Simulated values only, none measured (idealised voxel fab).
voxel double patterning: a process module
cross-section cut | 175 nm wide | cells 5 nm
We lay out every cross-section as a grid of square cells and spell it out in bands from the top down, where one band means one or more rows of cells.
Each band's line starts with the height of the band's top and of its bottom, in nm. Then come its materials from left to right, each with its width in nm. One material with "everywhere" fills the band from edge to edge. "air" is empty space.
Height reference: 0 = level under which incoming wafer is all one material. Lowest band: no bottom, runs on downward, e.g. "0 nm and below".
A two-number width, for instance "30..40", indicates that the width is equal to the first number in the top row of the band and to the second number in the bottom row, and that it changes by a constant amount per row of cells.
"all unchanged" -> step changed no cross-section cell.
Reported under the label "Enclosed cavities" are the empty spaces having no open way to the top and comprising 8 cells or more; the notation for each is width x height at distance, in which the distance is measured from the left edge and all three values are in nm.
It should be noted that, on the line of a given step, the content following the step's settings is a remark produced by the simulator itself with respect to that step.
overlay nm: where the mask lay relative to plan, measured to the right, on steps with a mask; negatives go left.

The planned process steps are enumerated hereunder:
1. RECEIVE | material Si
2. CONFORMAL_DEP | material SiO2 | thk nm 5
3. DIRECTIONAL_DEP | material W | thk nm 10
4. DIRECTIONAL_DEP | material SiCN | thk nm 10
5. DIRECTIONAL_DEP | material aC | thk nm 10
6. PATTERN | tone open | mask id FIRST | material resist | width nm 15 | pitch nm 50 | thk nm 30 | overlay nm 0
7. DIRECTIONAL_ETCH | etch materials aC | depth nm 10
8. STRIP | etch materials resist
9. DIRECTIONAL_ETCH | etch materials SiCN | depth nm 10
10. STRIP | etch materials aC
11. PATTERN | tone open | mask id SECOND | material resist | width nm 15 | thk nm 20 | overlay nm 0
12. DIRECTIONAL_ETCH | etch materials SiCN | depth nm 10
13. STRIP | etch materials resist
14. DIRECTIONAL_ETCH | etch materials W | depth nm 10
15. STRIP | etch materials SiCN

Here's what the wafer looked like in cross-section when it arrived - that's after step 1:
    0 nm and below: Si everywhere
    Enclosed cavities: none

Starting structure and process plan are as shown above, but one mistake was made in running the module; the wafer cross-section at the end of the module follows:
    15 nm to 5 nm: W: 55, air: 15, W: 5, air: 25, W: 5, air: 15, W: 55
    5 nm to 0 nm: SiO2 everywhere
    0 nm and below: Si everywhere
    Enclosed cavities: none
Run error: step 11 did not use the planned setting and instead ran as PATTERN | tone open | mask id SECOND | material resist | width nm 25 | thk nm 20 | overlay nm 0
